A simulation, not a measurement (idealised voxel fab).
This section sets out a process module, namely voxel quadruple lines.
Cross-sectional view cut (width: 140 nm; square cell size: 5 nm).
If you're reading a cross-section in this doc, picture square cells in a grid; it comes to you as bands, top ones listed first down to the bottom, and a band can be one or more rows of cells. Quick guide to a band line: top height, bottom height (nm) up front; then every material left to right with its width in nm. Only one material and it's marked "full width"? Then it fills the band edge to edge. And "air" just means empty space. Below 0: as-received wafer, all one material; heights counted from there. Lowest band: no bottom, goes on down, written "0 nm and below". When a width is written as two numbers, as in "30..40", the first number is the width in the top row of cells of the band and the second is the width in its bottom row, and the width changes by the same amount from each row to the next. Reading "nothing different" for a step: not a cell of the cross-section changed in it. What "Closed void catalog" gives you is every empty space of 8 cells or more that is cut off from the top. Each appears as width x height at distance, with the distance taken from the left edge and width, height and distance all in nm. It should be noted that, on the line of a given step, the content following the step's settings is a remark produced by the simulator itself with respect to that step. overlay nm: where the mask lay relative to plan, measured to the right, on steps with a mask; negatives go left.

[The steps planned for the process are as follows]
| 1 | op RECEIVE | material Si |
| 2 | op CONFORMAL_DEP | material Al2O3 | thk nm 10 |
| 3 | op DIRECTIONAL_DEP | material W | thk nm 15 |
| 4 | op DIRECTIONAL_DEP | material polySi | thk nm 20 |
| 5 | op DIRECTIONAL_DEP | material aC | thk nm 20 |
| 6 | op PATTERN | tone cover | mask id MANDREL | material resist | width nm 20 | thk nm 25 | overlay nm 0 |
| 7 | op DIRECTIONAL_ETCH | etch materials aC | depth nm 20 |
| 8 | op STRIP | etch materials resist |
| 9 | op CONFORMAL_DEP | material SiO2 | thk nm 10 |
| 10 | op DIRECTIONAL_ETCH | etch materials SiO2 | depth nm 10 |
| 11 | op STRIP | etch materials aC |
| 12 | op DIRECTIONAL_ETCH | etch materials polySi | depth nm 20 |
| 13 | op STRIP | etch materials SiO2 |
| 14 | op CONFORMAL_DEP | material SiN | thk nm 5 |
| 15 | op DIRECTIONAL_ETCH | etch materials SiN | depth nm 5 |
| 16 | op STRIP | etch materials polySi |
| 17 | op DIRECTIONAL_ETCH | etch materials W | depth nm 15 |
| 18 | op STRIP | etch materials SiN |
| 19 | op FILL_DEP | material lowk | thk nm 5 |
| 20 | op CMP | height nm 25 |

[Wafer, first of two, run as planned]

[Cross-sectional view of the wafer in its as-received condition, corresponding to the state after step 1]
0 nm and below | Si full width
Closed void catalog: none

[Wafer section view after processing step 2]
10 nm to 0 nm | Al2O3 full width
Under the height 0 nothing was changed.

[Wafer section view after processing step 3]
25 nm to 10 nm | W full width
Under the height 10 nothing was changed.

[Wafer section view after processing step 4]
45 nm to 25 nm | polySi full width
Under the height 25 nothing was changed.

[Wafer section view after processing step 5]
65 nm to 45 nm | aC full width
Under the height 45 nothing was changed.

[Wafer section view after processing step 6]
90 nm to 65 nm | air 60 nm; resist 20 nm; air 60 nm
Under the height 65 nothing was changed.

[Wafer section view after processing step 7]
70 nm to 65 nm | air 60 nm; resist 20 nm; air 60 nm
65 nm to 45 nm | air 60 nm; aC 20 nm; air 60 nm
Under the height 45 nothing was changed.

[Wafer section view after processing step 8]
65 nm to 45 nm | air 60 nm; aC 20 nm; air 60 nm
Under the height 45 nothing was changed.

[Wafer section view after processing step 9]
75 nm to 65 nm | air 50 nm; SiO2 40 nm; air 50 nm
65 nm to 55 nm | air 50 nm; SiO2 10 nm; aC 20 nm; SiO2 10 nm; air 50 nm
55 nm to 45 nm | SiO2 60 nm; aC 20 nm; SiO2 60 nm
Under the height 45 nothing was changed.

[Wafer section view after processing step 10]
65 nm to 45 nm | air 50 nm; SiO2 10 nm; aC 20 nm; SiO2 10 nm; air 50 nm
Under the height 45 nothing was changed.

[Wafer section view after processing step 11]
65 nm to 45 nm | air 50 nm; SiO2 10 nm; air 20 nm; SiO2 10 nm; air 50 nm
Under the height 45 nothing was changed.

[Wafer section view after processing step 12]
65 nm to 45 nm | air 50 nm; SiO2 10 nm; air 20 nm; SiO2 10 nm; air 50 nm
45 nm to 25 nm | air 50 nm; polySi 10 nm; air 20 nm; polySi 10 nm; air 50 nm
Under the height 25 nothing was changed.

[Wafer section view after processing step 13]
45 nm to 25 nm | air 50 nm; polySi 10 nm; air 20 nm; polySi 10 nm; air 50 nm
Under the height 25 nothing was changed.

[Wafer section view after processing step 14]
50 nm to 45 nm | air 45 nm; SiN 20 nm; air 10 nm; SiN 20 nm; air 45 nm
45 nm to 30 nm | air 45 nm; SiN 5 nm; polySi 10 nm; SiN 5 nm; air 10 nm; SiN 5 nm; polySi 10 nm; SiN 5 nm; air 45 nm
30 nm to 25 nm | SiN 50 nm; polySi 10 nm; SiN 20 nm; polySi 10 nm; SiN 50 nm
Under the height 25 nothing was changed.

[Wafer section view after processing step 15]
45 nm to 25 nm | air 45 nm; SiN 5 nm; polySi 10 nm; SiN 5 nm; air 10 nm; SiN 5 nm; polySi 10 nm; SiN 5 nm; air 45 nm
Under the height 25 nothing was changed.

[Wafer section view after processing step 16]
45 nm to 25 nm | air 45 nm; SiN 5 nm; air 10 nm; SiN 5 nm; air 10 nm; SiN 5 nm; air 10 nm; SiN 5 nm; air 45 nm
Under the height 25 nothing was changed.

[Wafer section view after processing step 17]
45 nm to 25 nm | air 45 nm; SiN 5 nm; air 10 nm; SiN 5 nm; air 10 nm; SiN 5 nm; air 10 nm; SiN 5 nm; air 45 nm
25 nm to 10 nm | air 45 nm; W 5 nm; air 10 nm; W 5 nm; air 10 nm; W 5 nm; air 10 nm; W 5 nm; air 45 nm
Under the height 10 nothing was changed.

[Wafer section view after processing step 18]
25 nm to 10 nm | air 45 nm; W 5 nm; air 10 nm; W 5 nm; air 10 nm; W 5 nm; air 10 nm; W 5 nm; air 45 nm
Under the height 10 nothing was changed.

[Wafer section view after processing step 19]
30 nm to 25 nm | lowk full width
25 nm to 10 nm | lowk 45 nm; W 5 nm; lowk 10 nm; W 5 nm; lowk 10 nm; W 5 nm; lowk 10 nm; W 5 nm; lowk 45 nm
Under the height 10 nothing was changed.

[Wafer section view after processing step 20]
25 nm to 10 nm | lowk 45 nm; W 5 nm; lowk 10 nm; W 5 nm; lowk 10 nm; W 5 nm; lowk 10 nm; W 5 nm; lowk 45 nm
Under the height 10 nothing was changed.

[The second wafer began exactly as the first did and followed the same plan, but one mistake was made while running it; through step 15 inclusive, the two wafers are identical]

[Second wafer shown in cross-section at the time step 16 was slated to end]
45 nm to 25 nm | air 50 nm; polySi 10 nm; air 20 nm; polySi 10 nm; air 50 nm
Under the height 25 nothing was changed.

[Second wafer shown in cross-section at the time step 17 was slated to end]
45 nm to 25 nm | air 50 nm; polySi 10 nm; air 20 nm; polySi 10 nm; air 50 nm
25 nm to 10 nm | air 50 nm; W 10 nm; air 20 nm; W 10 nm; air 50 nm
Under the height 10 nothing was changed.

Second wafer shown in cross-section at the time step 18 was slated to end: nothing different

[Second wafer shown in cross-section at the time step 19 was slated to end]
50 nm to 45 nm | lowk full width
45 nm to 25 nm | lowk 50 nm; polySi 10 nm; lowk 20 nm; polySi 10 nm; lowk 50 nm
25 nm to 10 nm | lowk 50 nm; W 10 nm; lowk 20 nm; W 10 nm; lowk 50 nm
Under the height 10 nothing was changed.

[Second wafer shown in cross-section at the time step 20 was slated to end]
25 nm to 10 nm | lowk 50 nm; W 10 nm; lowk 20 nm; W 10 nm; lowk 50 nm
Under the height 10 nothing was changed.
Run error: step 16 did not use the planned setting and instead ran as op STRIP | etch materials SiN
When the process is done, the second wafer contains the same cell count of every material as the first wafer, but distributed over other locations.
